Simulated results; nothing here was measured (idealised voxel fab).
Presented below is a process module, voxel capacitor over wiring.
Square cell edge 5 nm, section width 235 nm, ID cut.
If you're reading a cross-section in this doc, picture square cells in a grid; it comes to you as bands, top ones listed first down to the bottom, and a band can be one or more rows of cells.
What a band's entry tells you: where the top is and where the bottom is, as heights in nm, and after that what lies inside, material by material from left to right, each with its width in nm. Empty space is written as the word "blank", and a single material marked with the word "all across" occupies the band from edge to edge.
Convention: height 0 is the level below which the wafer, as received, is all one material. The lowest band does not terminate at the bottom but continues downward, represented as "0..down".
Width spec "30..40" -> top row of cells at first value, bottom row at second value, equal per-row change in between.
"no alteration" for a step: no cell of the cross-section changed in that step.
If an empty space has no open way to the top and is at least 8 cells in size, "Enclosed void inventory" lists it, written width x height at distance, where distance is measured from the left edge and every value is in nm.
Anything after a step's settings on that line? It's the simulator's own note about the step.
The setting "overlay nm" may be written on the line of a step. When the step uses a mask, the value reports how far to the right of the planned place the mask lay, and a negative value reports that it lay to the left.
In what follows, pairs of cross-sections are presented, each taken before and after one process step, with the after cross-section shown only down to the lowest band that was altered; the step, together with its settings, is stated below the pair. The pairs may stem from different runs of this module on the same starting wafer; accordingly, a pair should be taken as continuing from the one above it solely where its entry headed "Before step" indicates as much.

-- Before step
- 0..down  Si all across
- Enclosed void inventory: none

-- after
- 15..0  SiO2 all across
- Below a height of 0, the structure has not been altered.
- Enclosed void inventory: none
Going from one cross-section above to the next, the wafer undergoes CONFORMAL_DEP,material SiO2,thk nm 15

Before step: after-state, pair directly above.

-- after
- 20..15  SiN all across
- Below a height of 15, the structure has not been altered.
- Enclosed void inventory: none
Going from one cross-section above to the next, the wafer undergoes CONFORMAL_DEP,material SiN,thk nm 5

Before step: after-state, pair directly above.

-- after
- 35..20  SiO2 all across
- Below a height of 20, the structure has not been altered.
- Enclosed void inventory: none
Going from one cross-section above to the next, the wafer undergoes DIRECTIONAL_DEP,material SiO2,thk nm 15

Before step: after-state, pair directly above.

-- after
- 45..35  aC all across
- Below a height of 35, the structure has not been altered.
- Enclosed void inventory: none
Going from one cross-section above to the next, the wafer undergoes DIRECTIONAL_DEP,material aC,thk nm 10

Before step: after-state, pair directly above.

-- after
- 75..45  resist (60) / blank (25) / resist (65) / blank (25) / resist (60)
- Below a height of 45, the structure has not been altered.
- Enclosed void inventory: none
Going from one cross-section above to the next, the wafer undergoes PATTERN,tone open,mask id METAL_1,material resist,width nm 25,pitch nm 90,thk nm 30,overlay nm 0

Before step: after-state, pair directly above.

-- after
- 65..45  resist (60) / blank (25) / resist (65) / blank (25) / resist (60)
- 45..35  aC (60) / blank (25) / aC (65) / blank (25) / aC (60)
- Below a height of 35, the structure has not been altered.
- Enclosed void inventory: none
Going from one cross-section above to the next, the wafer undergoes DIRECTIONAL_ETCH,etch materials aC,depth nm 10

Before step: after-state, pair directly above.

-- after
- 45..35  aC (60) / blank (25) / aC (65) / blank (25) / aC (60)
- Below a height of 35, the structure has not been altered.
- Enclosed void inventory: none
Going from one cross-section above to the next, the wafer undergoes STRIP,etch materials resist

Before step: after-state, pair directly above.

-- after
- 45..35  aC (60) / blank (25) / aC (65) / blank (25) / aC (60)
- 35..20  SiO2 (60) / blank (25) / SiO2 (65) / blank (25) / SiO2 (60)
- Below a height of 20, the structure has not been altered.
- Enclosed void inventory: none
Going from one cross-section above to the next, the wafer undergoes DIRECTIONAL_ETCH,etch materials SiO2,depth nm 15

Before step: after-state, pair directly above.

-- after
- 45..35  aC (60) / blank (25) / aC (65) / blank (25) / aC (60)
- 35..20  SiO2 (60) / blank (25) / SiO2 (65) / blank (25) / SiO2 (60)
- 20..15  SiN (60) / blank (25) / SiN (65) / blank (25) / SiN (60)
- Below a height of 15, the structure has not been altered.
- Enclosed void inventory: none
Going from one cross-section above to the next, the wafer undergoes DIRECTIONAL_ETCH,etch materials SiN,depth nm 5

Before step: after-state, pair directly above.

-- after
- 35..20  SiO2 (60) / blank (25) / SiO2 (65) / blank (25) / SiO2 (60)
- Below a height of 20, the structure has not been altered.
- Enclosed void inventory: none
Going from one cross-section above to the next, the wafer undergoes STRIP,etch materials aC

Before step: after-state, pair directly above.

-- after
- 40..35  TiN (65) / blank (15) / TiN (75) / blank (15) / TiN (65)
- 35..20  SiO2 (60) / TiN (5) / blank (15) / TiN (5) / SiO2 (65) / TiN (5) / blank (15) / TiN (5) / SiO2 (60)
- 20..15  SiN (60) / TiN (25) / SiN (65) / TiN (25) / SiN (60)
- Below a height of 15, the structure has not been altered.
- Enclosed void inventory: none
Going from one cross-section above to the next, the wafer undergoes CONFORMAL_DEP,material TiN,thk nm 5

Before step: after-state, pair directly above.

-- after
- 45..40  Cu all across
- 40..35  TiN (65) / Cu (15) / TiN (75) / Cu (15) / TiN (65)
- 35..20  SiO2 (60) / TiN (5) / Cu (15) / TiN (5) / SiO2 (65) / TiN (5) / Cu (15) / TiN (5) / SiO2 (60)
- Below a height of 20, the structure has not been altered.
- Enclosed void inventory: none
Going from one cross-section above to the next, the wafer undergoes FILL_DEP,material Cu,thk nm 5

Before step: after-state, pair directly above.

-- after
- 35..20  SiO2 (60) / TiN (5) / Cu (15) / TiN (5) / SiO2 (65) / TiN (5) / Cu (15) / TiN (5) / SiO2 (60)
- Below a height of 20, the structure has not been altered.
- Enclosed void inventory: none
Going from one cross-section above to the next, the wafer undergoes CMP,height nm 35

Before step: after-state, pair directly above.

-- after
- 40..35  blank (55) / Ru (35) / blank (55) / Ru (35) / blank (55)
- Below a height of 35, the structure has not been altered.
- Enclosed void inventory: none
Going from one cross-section above to the next, the wafer undergoes EPI,material Ru,thk nm 5

Before step: after-state, pair directly above.

-- after
- 45..40  SiCN all across
- 40..35  SiCN (55) / Ru (35) / SiCN (55) / Ru (35) / SiCN (55)
- Below a height of 35, the structure has not been altered.
- Enclosed void inventory: none
Going from one cross-section above to the next, the wafer undergoes FILL_DEP,material SiCN,thk nm 5

Before step: after-state, pair directly above.

-- after
- 60..45  lowk all across
- Below a height of 45, the structure has not been altered.
- Enclosed void inventory: none
Going from one cross-section above to the next, the wafer undergoes DIRECTIONAL_DEP,material lowk,thk nm 15

Before step: after-state, pair directly above.

-- after
- 70..60  aC all across
- Below a height of 60, the structure has not been altered.
- Enclosed void inventory: none
Going from one cross-section above to the next, the wafer undergoes DIRECTIONAL_DEP,material aC,thk nm 10

Before step: after-state, pair directly above.

-- after
- 100..70  resist (70) / blank (15) / resist (150)
- Below a height of 70, the structure has not been altered.
- Enclosed void inventory: none
Going from one cross-section above to the next, the wafer undergoes PATTERN,tone open,mask id PLUG_1,material resist,width nm 15,thk nm 30,overlay nm 0

Before step: after-state, pair directly above.

-- after
- 90..70  resist (70) / blank (15) / resist (150)
- 70..60  aC (70) / blank (15) / aC (150)
- Below a height of 60, the structure has not been altered.
- Enclosed void inventory: none
Going from one cross-section above to the next, the wafer undergoes DIRECTIONAL_ETCH,etch materials aC,depth nm 10

Before step: after-state, pair directly above.

-- after
- 70..60  aC (70) / blank (15) / aC (150)
- Below a height of 60, the structure has not been altered.
- Enclosed void inventory: none
Going from one cross-section above to the next, the wafer undergoes STRIP,etch materials resist

Before step: after-state, pair directly above.

-- after
- 70..60  aC (70) / blank (15) / aC (150)
- 60..45  lowk (70) / blank (15) / lowk (150)
- Below a height of 45, the structure has not been altered.
- Enclosed void inventory: none
Going from one cross-section above to the next, the wafer undergoes DIRECTIONAL_ETCH,etch materials lowk,depth nm 15

Before step: after-state, pair directly above.

-- after
- 70..60  aC (70) / blank (15) / aC (150)
- 60..45  lowk (70) / blank (15) / lowk (150)
- 45..40  SiCN (70) / blank (15) / SiCN (150)
- Below a height of 40, the structure has not been altered.
- Enclosed void inventory: none
Going from one cross-section above to the next, the wafer undergoes DIRECTIONAL_ETCH,etch materials SiCN,depth nm 5

Before step: after-state, pair directly above.

-- after
- 60..45  lowk (70) / blank (15) / lowk (150)
- Below a height of 45, the structure has not been altered.
- Enclosed void inventory: none
Going from one cross-section above to the next, the wafer undergoes STRIP,etch materials aC

Before step: after-state, pair directly above.

-- after
- 60..50  lowk (70) / blank (15) / lowk (150)
- 50..45  lowk (70) / Ru (15) / lowk (150)
- 45..40  SiCN (70) / Ru (15) / SiCN (150)
- Below a height of 40, the structure has not been altered.
- Enclosed void inventory: none
Going from one cross-section above to the next, the wafer undergoes EPI,material Ru,thk nm 10

Before step: after-state, pair directly above.

-- after
- 60..45  lowk (70) / Ru (15) / lowk (150)
- Below a height of 45, the structure has not been altered.
- Enclosed void inventory: none
Going from one cross-section above to the next, the wafer undergoes EPI,material Ru,thk nm 10

Before step: after-state, pair directly above.

-- after
- 65..60  TiN all across
- Below a height of 60, the structure has not been altered.
- Enclosed void inventory: none
Going from one cross-section above to the next, the wafer undergoes DIRECTIONAL_DEP,material TiN,thk nm 5

Before step: after-state, pair directly above.

-- after
- 70..65  Al2O3 all across
- Below a height of 65, the structure has not been altered.
- Enclosed void inventory: none
Going from one cross-section above to the next, the wafer undergoes DIRECTIONAL_DEP,material Al2O3,thk nm 5

Before step: after-state, pair directly above.

-- after
- 80..70  TiN all across
- Below a height of 70, the structure has not been altered.
- Enclosed void inventory: none
Going from one cross-section above to the next, the wafer undergoes DIRECTIONAL_DEP,material TiN,thk nm 10

Before step: after-state, pair directly above.

-- after
- 80..70  blank (70) / TiN (70) / blank (95)
- Below a height of 70, the structure has not been altered.
- Enclosed void inventory: none
Going from one cross-section above to the next, the wafer undergoes MASKED_ETCH,tone cover,mask id UPPER_PLATE,width nm 70,etch materials TiN,depth nm 10,overlay nm 0

Before step: after-state, pair directly above.

-- after
- 80..70  blank (70) / TiN (70) / blank (95)
- 70..65  blank (70) / Al2O3 (70) / blank (95)
- Below a height of 65, the structure has not been altered.
- Enclosed void inventory: none
Going from one cross-section above to the next, the wafer undergoes MASKED_ETCH,tone cover,mask id UPPER_PLATE,width nm 70,etch materials Al2O3,depth nm 5,overlay nm 0

Before step: after-state, pair directly above.

-- after
- 95..80  blank (70) / aC (70) / blank (95)
- 80..70  aC (70) / TiN (70) / aC (95)
- 70..65  aC (70) / Al2O3 (70) / aC (95)
- Below a height of 65, the structure has not been altered.
- Enclosed void inventory: none
Going from one cross-section above to the next, the wafer undergoes DIRECTIONAL_DEP,material aC,thk nm 15

Before step: after-state, pair directly above.

-- after
- 130..95  blank (65) / resist (80) / blank (90)
- 95..80  blank (65) / resist (5) / aC (70) / resist (5) / blank (90)
- Below a height of 80, the structure has not been altered.
- Enclosed void inventory: none
Going from one cross-section above to the next, the wafer undergoes PATTERN,tone cover,mask id LOWER_PLATE,material resist,width nm 80,thk nm 35,overlay nm 0

Before step: after-state, pair directly above.

-- after
- 115..95  blank (65) / resist (80) / blank (90)
- 95..80  blank (65) / resist (5) / aC (70) / resist (5) / blank (90)
- 80..70  blank (65) / aC (5) / TiN (70) / aC (5) / blank (90)
- 70..65  blank (65) / aC (5) / Al2O3 (70) / aC (5) / blank (90)
- Below a height of 65, the structure has not been altered.
- Enclosed void inventory: none
Going from one cross-section above to the next, the wafer undergoes DIRECTIONAL_ETCH,etch materials aC,depth nm 15

Before step: after-state, pair directly above.

-- after
- 95..80  blank (70) / aC (70) / blank (95)
- Below a height of 80, the structure has not been altered.
- Enclosed void inventory: none
Going from one cross-section above to the next, the wafer undergoes STRIP,etch materials resist

Before step: after-state, pair directly above.

-- after
- 95..80  blank (70) / aC (70) / blank (95)
- 80..70  blank (65) / aC (5) / TiN (70) / aC (5) / blank (90)
- 70..65  blank (65) / aC (5) / Al2O3 (70) / aC (5) / blank (90)
- 65..60  blank (65) / TiN (80) / blank (90)
- Below a height of 60, the structure has not been altered.
- Enclosed void inventory: none
Going from one cross-section above to the next, the wafer undergoes DIRECTIONAL_ETCH,etch materials TiN,depth nm 5

Before step: after-state, pair directly above.

-- after
- 80..70  blank (70) / TiN (70) / blank (95)
- 70..65  blank (70) / Al2O3 (70) / blank (95)
- Below a height of 65, the structure has not been altered.
- Enclosed void inventory: none
Going from one cross-section above to the next, the wafer undergoes STRIP,etch materials aC

Before step: after-state, pair directly above.

-- after
- 95..80  SiO2 all across
- 80..70  SiO2 (70) / TiN (70) / SiO2 (95)
- 70..65  SiO2 (70) / Al2O3 (70) / SiO2 (95)
- 65..60  SiO2 (65) / TiN (80) / SiO2 (90)
- Below a height of 60, the structure has not been altered.
- Enclosed void inventory: none
Going from one cross-section above to the next, the wafer undergoes FILL_DEP,material SiO2,thk nm 15

Before step: after-state, pair directly above.

-- after
- 90..80  SiO2 all across
- Below a height of 80, the structure has not been altered.
- Enclosed void inventory: none
Going from one cross-section above to the next, the wafer undergoes CMP,height nm 90

Before step: after-state, pair directly above.

-- after
- 105..90  aC all across
- Below a height of 90, the structure has not been altered.
- Enclosed void inventory: none
Going from one cross-section above to the next, the wafer undergoes DIRECTIONAL_DEP,material aC,thk nm 15

Before step: after-state, pair directly above.

-- after
- 140..105  resist (80) / blank (15) / resist (140)
- Below a height of 105, the structure has not been altered.
- Enclosed void inventory: none
Going from one cross-section above to the next, the wafer undergoes PATTERN,tone open,mask id PLUG_2,material resist,width nm 15,thk nm 35,overlay nm 0

Before step: after-state, pair directly above.

-- after
- 125..105  resist (80) / blank (15) / resist (140)
- 105..90  aC (80) / blank (15) / aC (140)
- Below a height of 90, the structure has not been altered.
- Enclosed void inventory: none
Going from one cross-section above to the next, the wafer undergoes DIRECTIONAL_ETCH,etch materials aC,depth nm 15

Before step: after-state, pair directly above.

-- after
- 105..90  aC (80) / blank (15) / aC (140)
- Below a height of 90, the structure has not been altered.
- Enclosed void inventory: none
Going from one cross-section above to the next, the wafer undergoes STRIP,etch materials resist

Before step: after-state, pair directly above.

-- after
- 105..90  aC (80) / blank (15) / aC (140)
- 90..80  SiO2 (80) / blank (15) / SiO2 (140)
- Below a height of 80, the structure has not been altered.
- Enclosed void inventory: none
Going from one cross-section above to the next, the wafer undergoes DIRECTIONAL_ETCH,etch materials SiO2,depth nm 10

Before step: after-state, pair directly above.

-- after
- 90..80  SiO2 (80) / blank (15) / SiO2 (140)
- Below a height of 80, the structure has not been altered.
- Enclosed void inventory: none
Going from one cross-section above to the next, the wafer undergoes STRIP,etch materials aC

Before step: after-state, pair directly above.

-- after
- 95..90  TiN (85) / blank (5) / TiN (145)
- 90..85  SiO2 (80) / TiN (5) / blank (5) / TiN (5) / SiO2 (140)
- 85..80  SiO2 (80) / TiN (15) / SiO2 (140)
- Below a height of 80, the structure has not been altered.
- Enclosed void inventory: none
Going from one cross-section above to the next, the wafer undergoes CONFORMAL_DEP,material TiN,thk nm 5

Before step: after-state, pair directly above.

-- after
- 100..95  Ru all across
- 95..90  TiN (85) / Ru (5) / TiN (145)
- 90..85  SiO2 (80) / TiN (5) / Ru (5) / TiN (5) / SiO2 (140)
- Below a height of 85, the structure has not been altered.
- Enclosed void inventory: none
Going from one cross-section above to the next, the wafer undergoes FILL_DEP,material Ru,thk nm 5

Before step: after-state, pair directly above.

-- after
- 90..85  SiO2 (80) / TiN (5) / Ru (5) / TiN (5) / SiO2 (140)
- Below a height of 85, the structure has not been altered.
- Enclosed void inventory: none
Going from one cross-section above to the next, the wafer undergoes CMP,height nm 90

Before step: after-state, pair directly above.

-- after
- 95..90  SiCN all across
- Below a height of 90, the structure has not been altered.
- Enclosed void inventory: none
Going from one cross-section above to the next, the wafer undergoes CONFORMAL_DEP,material SiCN,thk nm 5

-- Before step
- 40..35  blank (55) / Ru (35) / blank (55) / Ru (35) / blank (55)
- 35..20  SiO2 (60) / TiN (5) / Cu (15) / TiN (5) / SiO2 (65) / TiN (5) / Cu (15) / TiN (5) / SiO2 (60)
- 20..15  SiN (60) / TiN (25) / SiN (65) / TiN (25) / SiN (60)
- 15..0  SiO2 all across
- 0..down  Si all across
- Enclosed void inventory: none

-- after
- 55..50  blank (55) / lowk (35) / blank (55) / lowk (35) / blank (55)
- 50..40  lowk all across
- 40..35  lowk (55) / Ru (35) / lowk (55) / Ru (35) / lowk (55)
- Below a height of 35, the structure has not been altered.
- Enclosed void inventory: none
Going from one cross-section above to the next, the wafer undergoes DIRECTIONAL_DEP,material lowk,thk nm 15

Before step: after-state, pair directly above.

-- after
- 65..60  blank (55) / aC (35) / blank (55) / aC (35) / blank (55)
- 60..55  aC all across
- 55..50  aC (55) / lowk (35) / aC (55) / lowk (35) / aC (55)
- Below a height of 50, the structure has not been altered.
- Enclosed void inventory: none
Going from one cross-section above to the next, the wafer undergoes DIRECTIONAL_DEP,material aC,thk nm 10

Before step: after-state, pair directly above.

-- after
- 95..65  resist (70) / blank (15) / resist (150)
- 65..60  resist (55) / aC (35) / resist (55) / aC (35) / resist (55)
- Below a height of 60, the structure has not been altered.
- Enclosed void inventory: none
Going from one cross-section above to the next, the wafer undergoes PATTERN,tone open,mask id PLUG_1,material resist,width nm 15,thk nm 30,overlay nm 0

Before step: after-state, pair directly above.

-- after
- 85..65  resist (70) / blank (15) / resist (150)
- 65..60  resist (55) / aC (15) / blank (15) / aC (5) / resist (55) / aC (35) / resist (55)
- 60..55  aC (70) / blank (15) / aC (150)
- Below a height of 55, the structure has not been altered.
- Enclosed void inventory: none
Going from one cross-section above to the next, the wafer undergoes DIRECTIONAL_ETCH,etch materials aC,depth nm 10

Before step: after-state, pair directly above.

-- after
- 65..60  blank (55) / aC (15) / blank (15) / aC (5) / blank (55) / aC (35) / blank (55)
- Below a height of 60, the structure has not been altered.
- Enclosed void inventory: none
Going from one cross-section above to the next, the wafer undergoes STRIP,etch materials resist

Before step: after-state, pair directly above.

-- after
- 65..60  blank (55) / aC (15) / blank (15) / aC (5) / blank (55) / aC (35) / blank (55)
- 60..55  aC (70) / blank (15) / aC (150)
- 55..50  aC (55) / lowk (15) / blank (15) / lowk (5) / aC (55) / lowk (35) / aC (55)
- 50..40  lowk (70) / blank (15) / lowk (150)
- Below a height of 40, the structure has not been altered.
- Enclosed void inventory: none
Going from one cross-section above to the next, the wafer undergoes DIRECTIONAL_ETCH,etch materials lowk,depth nm 15

Before step: after-state, pair directly above.

-- after
- 55..50  blank (55) / lowk (15) / blank (15) / lowk (5) / blank (55) / lowk (35) / blank (55)
- Below a height of 50, the structure has not been altered.
- Enclosed void inventory: none
Going from one cross-section above to the next, the wafer undergoes STRIP,etch materials aC

Before step: after-state, pair directly above.

-- after
- 55..50  blank (55) / lowk (15) / blank (15) / lowk (5) / blank (55) / lowk (35) / blank (55)
- 50..40  lowk (70) / Ru (15) / lowk (150)
- Below a height of 40, the structure has not been altered.
- Enclosed void inventory: none
Going from one cross-section above to the next, the wafer undergoes EPI,material Ru,thk nm 10

Before step: after-state, pair directly above.

-- after
- 60..55  blank (65) / Ru (25) / blank (145)
- 55..50  blank (55) / lowk (15) / Ru (15) / lowk (5) / blank (55) / lowk (35) / blank (55)
- Below a height of 50, the structure has not been altered.
- Enclosed void inventory: none
Going from one cross-section above to the next, the wafer undergoes EPI,material Ru,thk nm 10

Before step: after-state, pair directly above.

-- after
- 65..60  blank (65) / TiN (25) / blank (145)
- 60..55  blank (55) / TiN (10) / Ru (25) / blank (55) / TiN (35) / blank (55)
- 55..50  TiN (55) / lowk (15) / Ru (15) / lowk (5) / TiN (55) / lowk (35) / TiN (55)
- Below a height of 50, the structure has not been altered.
- Enclosed void inventory: none
Going from one cross-section above to the next, the wafer undergoes DIRECTIONAL_DEP,material TiN,thk nm 5

Before step: after-state, pair directly above.

-- after
- 70..65  blank (65) / Al2O3 (25) / blank (145)
- 65..60  blank (55) / Al2O3 (10) / TiN (25) / blank (55) / Al2O3 (35) / blank (55)
- 60..55  Al2O3 (55) / TiN (10) / Ru (25) / Al2O3 (55) / TiN (35) / Al2O3 (55)
- Below a height of 55, the structure has not been altered.
- Enclosed void inventory: none
Going from one cross-section above to the next, the wafer undergoes DIRECTIONAL_DEP,material Al2O3,thk nm 5

Before step: after-state, pair directly above.

-- after
- 80..75  blank (65) / TiN (25) / blank (145)
- 75..70  blank (55) / TiN (35) / blank (55) / TiN (35) / blank (55)
- 70..65  TiN (65) / Al2O3 (25) / TiN (145)
- 65..60  TiN (55) / Al2O3 (10) / TiN (80) / Al2O3 (35) / TiN (55)
- Below a height of 60, the structure has not been altered.
- Enclosed void inventory: none
Going from one cross-section above to the next, the wafer undergoes DIRECTIONAL_DEP,material TiN,thk nm 10

Before step: after-state, pair directly above.

-- after
- 80..70  blank (70) / TiN (20) / blank (145)
- 70..65  blank (65) / Al2O3 (25) / TiN (50) / blank (95)
- 65..60  blank (55) / Al2O3 (10) / TiN (75) / blank (5) / Al2O3 (35) / blank (55)
- Below a height of 60, the structure has not been altered.
- Enclosed void inventory: none
Going from one cross-section above to the next, the wafer undergoes MASKED_ETCH,tone cover,mask id UPPER_PLATE,width nm 70,etch materials TiN,depth nm 10,overlay nm 0

Before step: after-state, pair directly above.

-- after
- 80..70  blank (70) / TiN (20) / blank (145)
- 70..65  blank (70) / Al2O3 (20) / TiN (50) / blank (95)
- 65..60  blank (65) / TiN (75) / blank (95)
- 60..55  blank (55) / TiN (10) / Ru (25) / Al2O3 (50) / blank (5) / TiN (35) / blank (55)
- Below a height of 55, the structure has not been altered.
- Enclosed void inventory: none
Going from one cross-section above to the next, the wafer undergoes MASKED_ETCH,tone cover,mask id UPPER_PLATE,width nm 70,etch materials Al2O3,depth nm 5,overlay nm 0

Before step: after-state, pair directly above.

-- after
- 95..85  blank (70) / aC (20) / blank (145)
- 85..80  blank (70) / aC (70) / blank (95)
- 80..75  blank (65) / aC (5) / TiN (20) / aC (50) / blank (95)
- 75..70  blank (55) / aC (15) / TiN (20) / aC (50) / blank (5) / aC (35) / blank (55)
- 70..65  aC (70) / Al2O3 (20) / TiN (50) / aC (95)
- 65..60  aC (65) / TiN (75) / aC (95)
- 60..55  aC (55) / TiN (10) / Ru (25) / Al2O3 (50) / aC (5) / TiN (35) / aC (55)
- Below a height of 55, the structure has not been altered.
- Enclosed void inventory: none
Going from one cross-section above to the next, the wafer undergoes DIRECTIONAL_DEP,material aC,thk nm 15

Before step: after-state, pair directly above.

-- after
- 130..95  blank (65) / resist (80) / blank (90)
- 95..85  blank (65) / resist (5) / aC (20) / resist (55) / blank (90)
- 85..80  blank (65) / resist (5) / aC (70) / resist (5) / blank (90)
- 80..75  blank (65) / aC (5) / TiN (20) / aC (50) / resist (5) / blank (90)
- 75..70  blank (55) / aC (15) / TiN (20) / aC (50) / resist (5) / aC (35) / blank (55)
- Below a height of 70, the structure has not been altered.
- Enclosed void inventory: none
Going from one cross-section above to the next, the wafer undergoes PATTERN,tone cover,mask id LOWER_PLATE,material resist,width nm 80,thk nm 35,overlay nm 0

Before step: after-state, pair directly above.

-- after
- 115..95  blank (65) / resist (80) / blank (90)
- 95..85  blank (65) / resist (5) / aC (20) / resist (55) / blank (90)
- 85..80  blank (65) / resist (5) / aC (70) / resist (5) / blank (90)
- 80..70  blank (65) / aC (5) / TiN (20) / aC (50) / resist (5) / blank (90)
- 70..65  blank (65) / aC (5) / Al2O3 (20) / TiN (50) / aC (5) / blank (90)
- 65..60  blank (65) / TiN (75) / aC (5) / blank (90)
- 60..55  blank (55) / TiN (10) / Ru (25) / Al2O3 (50) / aC (5) / TiN (35) / blank (55)
- Below a height of 55, the structure has not been altered.
- Enclosed void inventory: none
Going from one cross-section above to the next, the wafer undergoes DIRECTIONAL_ETCH,etch materials aC,depth nm 15

Before step: after-state, pair directly above.

-- after
- 95..85  blank (70) / aC (20) / blank (145)
- 85..80  blank (70) / aC (70) / blank (95)
- 80..70  blank (65) / aC (5) / TiN (20) / aC (50) / blank (95)
- Below a height of 70, the structure has not been altered.
- Enclosed void inventory: none
Going from one cross-section above to the next, the wafer undergoes STRIP,etch materials resist

Before step: after-state, pair directly above.

-- after
- 95..85  blank (70) / aC (20) / blank (145)
- 85..80  blank (70) / aC (70) / blank (95)
- 80..70  blank (65) / aC (5) / TiN (20) / aC (50) / blank (95)
- 70..65  blank (65) / aC (5) / Al2O3 (20) / TiN (50) / aC (5) / blank (90)
- 65..60  blank (65) / TiN (75) / aC (5) / blank (90)
- 60..55  blank (65) / Ru (25) / Al2O3 (50) / aC (5) / blank (90)
- 55..50  blank (55) / lowk (15) / Ru (15) / lowk (5) / TiN (55) / lowk (35) / blank (55)
- Below a height of 50, the structure has not been altered.
- Enclosed void inventory: none
Going from one cross-section above to the next, the wafer undergoes DIRECTIONAL_ETCH,etch materials TiN,depth nm 5

Before step: after-state, pair directly above.

-- after
- 80..70  blank (70) / TiN (20) / blank (145)
- 70..65  blank (70) / Al2O3 (20) / TiN (50) / blank (95)
- 65..60  blank (65) / TiN (75) / blank (95)
- 60..55  blank (65) / Ru (25) / Al2O3 (50) / blank (95)
- Below a height of 55, the structure has not been altered.
- Enclosed void inventory: none
Going from one cross-section above to the next, the wafer undergoes STRIP,etch materials aC

Before step: after-state, pair directly above.

-- after
- 95..80  SiO2 all across
- 80..70  SiO2 (70) / TiN (20) / SiO2 (145)
- 70..65  SiO2 (70) / Al2O3 (20) / TiN (50) / SiO2 (95)
- 65..60  SiO2 (65) / TiN (75) / SiO2 (95)
- 60..55  SiO2 (65) / Ru (25) / Al2O3 (50) / SiO2 (95)
- 55..50  SiO2 (55) / lowk (15) / Ru (15) / lowk (5) / TiN (55) / lowk (35) / SiO2 (55)
- Below a height of 50, the structure has not been altered.
- Enclosed void inventory: none
Going from one cross-section above to the next, the wafer undergoes FILL_DEP,material SiO2,thk nm 15

Before step: after-state, pair directly above.

-- after
- 90..80  SiO2 all across
- Below a height of 80, the structure has not been altered.
- Enclosed void inventory: none
Going from one cross-section above to the next, the wafer undergoes CMP,height nm 90

Before step: after-state, pair directly above.

-- after
- 105..90  aC all across
- Below a height of 90, the structure has not been altered.
- Enclosed void inventory: none
Going from one cross-section above to the next, the wafer undergoes DIRECTIONAL_DEP,material aC,thk nm 15

Before step: after-state, pair directly above.

-- after
- 140..105  resist (80) / blank (15) / resist (140)
- Below a height of 105, the structure has not been altered.
- Enclosed void inventory: none
Going from one cross-section above to the next, the wafer undergoes PATTERN,tone open,mask id PLUG_2,material resist,width nm 15,thk nm 35,overlay nm 0

Before step: after-state, pair directly above.

-- after
- 125..105  resist (80) / blank (15) / resist (140)
- 105..90  aC (80) / blank (15) / aC (140)
- Below a height of 90, the structure has not been altered.
- Enclosed void inventory: none
Going from one cross-section above to the next, the wafer undergoes DIRECTIONAL_ETCH,etch materials aC,depth nm 15

Before step: after-state, pair directly above.

-- after
- 105..90  aC (80) / blank (15) / aC (140)
- Below a height of 90, the structure has not been altered.
- Enclosed void inventory: none
Going from one cross-section above to the next, the wafer undergoes STRIP,etch materials resist

Before step: after-state, pair directly above.

-- after
- 105..90  aC (80) / blank (15) / aC (140)
- 90..80  SiO2 (80) / blank (15) / SiO2 (140)
- Below a height of 80, the structure has not been altered.
- Enclosed void inventory: none
Going from one cross-section above to the next, the wafer undergoes DIRECTIONAL_ETCH,etch materials SiO2,depth nm 10

Before step: after-state, pair directly above.

-- after
- 90..80  SiO2 (80) / blank (15) / SiO2 (140)
- Below a height of 80, the structure has not been altered.
- Enclosed void inventory: none
Going from one cross-section above to the next, the wafer undergoes STRIP,etch materials aC

Before step: after-state, pair directly above.

-- after
- 95..90  TiN (85) / blank (5) / TiN (145)
- 90..85  SiO2 (80) / TiN (5) / blank (5) / TiN (5) / SiO2 (140)
- 85..80  SiO2 (80) / TiN (15) / SiO2 (140)
- Below a height of 80, the structure has not been altered.
- Enclosed void inventory: none
Going from one cross-section above to the next, the wafer undergoes CONFORMAL_DEP,material TiN,thk nm 5

Before step: after-state, pair directly above.

-- after
- 100..95  Ru all across
- 95..90  TiN (85) / Ru (5) / TiN (145)
- 90..85  SiO2 (80) / TiN (5) / Ru (5) / TiN (5) / SiO2 (140)
- Below a height of 85, the structure has not been altered.
- Enclosed void inventory: none
Going from one cross-section above to the next, the wafer undergoes FILL_DEP,material Ru,thk nm 5

Before step: after-state, pair directly above.

-- after
- 90..85  SiO2 (80) / TiN (5) / Ru (5) / TiN (5) / SiO2 (140)
- Below a height of 85, the structure has not been altered.
- Enclosed void inventory: none
Going from one cross-section above to the next, the wafer undergoes CMP,height nm 90

Before step: after-state, pair directly above.

-- after
- 95..90  SiCN all across
- Below a height of 90, the structure has not been altered.
- Enclosed void inventory: none
Going from one cross-section above to the next, the wafer undergoes CONFORMAL_DEP,material SiCN,thk nm 5

-- Before step
- 60..45  lowk (70) / Ru (15) / lowk (150)
- 45..40  SiCN (70) / Ru (15) / SiCN (150)
- 40..35  SiCN (55) / Ru (35) / SiCN (55) / Ru (35) / SiCN (55)
- 35..20  SiO2 (60) / TiN (5) / Cu (15) / TiN (5) / SiO2 (65) / TiN (5) / Cu (15) / TiN (5) / SiO2 (60)
- 20..15  SiN (60) / TiN (25) / SiN (65) / TiN (25) / SiN (60)
- 15..0  SiO2 all across
- 0..down  Si all across
- Enclosed void inventory: none

-- after
- 70..60  blank (60) / Ru (35) / blank (140)
- Below a height of 60, the structure has not been altered.
- Enclosed void inventory: none
Going from one cross-section above to the next, the wafer undergoes EPI,material Ru,thk nm 10

Before step: after-state, pair directly above.

-- after
- 75..70  blank (60) / TiN (35) / blank (140)
- 70..65  blank (60) / Ru (35) / blank (140)
- 65..60  TiN (60) / Ru (35) / TiN (140)
- Below a height of 60, the structure has not been altered.
- Enclosed void inventory: none
Going from one cross-section above to the next, the wafer undergoes DIRECTIONAL_DEP,material TiN,thk nm 5

Before step: after-state, pair directly above.

-- after
- 80..75  blank (60) / Al2O3 (35) / blank (140)
- 75..70  blank (60) / TiN (35) / blank (140)
- 70..65  Al2O3 (60) / Ru (35) / Al2O3 (140)
- Below a height of 65, the structure has not been altered.
- Enclosed void inventory: none
Going from one cross-section above to the next, the wafer undergoes DIRECTIONAL_DEP,material Al2O3,thk nm 5

Before step: after-state, pair directly above.

-- after
- 90..80  blank (60) / TiN (35) / blank (140)
- 80..75  TiN (60) / Al2O3 (35) / TiN (140)
- 75..70  TiN all across
- Below a height of 70, the structure has not been altered.
- Enclosed void inventory: none
Going from one cross-section above to the next, the wafer undergoes DIRECTIONAL_DEP,material TiN,thk nm 10
